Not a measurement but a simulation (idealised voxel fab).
Herein follows the process module entitled voxel self aligned vias.
Each square cell in cross-section cut measures 5 nm, and the section as a whole is 210 nm wide.
A cross-section is a grid of square cells, given in bands from the top down. A band is one or more rows of cells. For a band, the entry starts with two heights in nm, that of the top and then that of the bottom, and carries on with the band's materials in order from left to right, each alongside its width in nm; the word "full width" beside a single material means it fills the band edge to edge, and "empty" means empty space. The reference from which all heights are counted is 0, the level beneath which the as-received wafer is entirely one material; the lowest band, having no lower bound, proceeds downward and is written after the example "0..down". With a width like "30..40", each row of cells in the band differs from the next by the same amount, the top row carrying the first number and the bottom row the second. Given "changes: none" for a step, no cell of the cross-section differs between before and after that step. Basically, "Trapped voids" tells you about the enclosed voids: empty spaces with no open way to the top, 8 cells or bigger, each written width x height at distance, where distance is from the left edge, all in nm. Anything after a step's settings on that line? It's the simulator's own note about the step. A step's line can hold "overlay nm"; with a mask on that step, the setting says how far right of the planned place the mask lay, while a negative setting says it lay to the left.

[Process steps - plan]
1) RECEIVE | material Si
2) CONFORMAL_DEP | material SiO2 | thk nm 10
3) CONFORMAL_DEP | material SiCN | thk nm 5
4) DIRECTIONAL_DEP | material SiO2 | thk nm 25
5) DIRECTIONAL_DEP | material aC | thk nm 15
6) PATTERN | tone open | mask id LINES | material resist | width nm 20 | pitch nm 65 | thk nm 30 | overlay nm 0
7) DIRECTIONAL_ETCH | etch materials aC | depth nm 15
8) STRIP | etch materials resist
9) DIRECTIONAL_ETCH | etch materials SiO2 | depth nm 25
10) STRIP | etch materials aC
11) CONFORMAL_DEP | material TiN | thk nm 5
12) FILL_DEP | material Ru | thk nm 10
13) CMP | height nm 40
14) SELECTIVE_ETCH | etch materials W Ru TiN | depth nm 10
15) FILL_DEP | material SiN | thk nm 5
16) CMP | height nm 40
17) DIRECTIONAL_DEP | material SiO2 | thk nm 20
18) MASKED_ETCH | tone open | mask id VIAS | width nm 40 | pitch nm 130 | etch materials SiO2 | depth nm 20 | overlay nm 0
19) MASKED_ETCH | tone open | mask id VIAS | width nm 40 | pitch nm 130 | etch materials SiN | depth nm 10 | overlay nm 0
20) CONFORMAL_DEP | material TiN | thk nm 5
21) FILL_DEP | material Cu | thk nm 10
22) CMP | height nm 60
23) CONFORMAL_DEP | material SiCN | thk nm 5

[This is the cross-section of the wafer as we received it, i.e. after step 1]
- 0..down  Si full width
- Trapped voids: none

[Module complete, cross-section. Starting point and plan per above. One mistake made in running the module]
- 65..60  SiCN full width
- 60..45  20 nm SiO2, then 5 nm TiN, then 30 nm Cu, then 5 nm TiN, then 90 nm SiO2, then 5 nm TiN, then 30 nm Cu, then 5 nm TiN, then 20 nm SiO2
- 45..40  20 nm SiO2, then 40 nm TiN, then 90 nm SiO2, then 40 nm TiN, then 20 nm SiO2
- 40..30  20 nm SiO2, then 10 nm TiN, then 20 nm SiN, then 10 nm TiN, then 35 nm SiO2, then 20 nm SiN, then 35 nm SiO2, then 10 nm TiN, then 20 nm SiN, then 10 nm TiN, then 20 nm SiO2
- 30..20  30 nm SiO2, then 5 nm TiN, then 10 nm Ru, then 5 nm TiN, then 45 nm SiO2, then 5 nm TiN, then 10 nm Ru, then 5 nm TiN, then 45 nm SiO2, then 5 nm TiN, then 10 nm Ru, then 5 nm TiN, then 30 nm SiO2
- 20..15  30 nm SiO2, then 20 nm TiN, then 45 nm SiO2, then 20 nm TiN, then 45 nm SiO2, then 20 nm TiN, then 30 nm SiO2
- 15..10  SiCN full width
- 10..0  SiO2 full width
- 0..down  Si full width
- Trapped voids: none
Processing error: step 19 ran differently from the plan; actual operation with settings: MASKED_ETCH | tone open | mask id VIAS | width nm 40 | pitch nm 130 | etch materials SiO2 | depth nm 10 | overlay nm 0
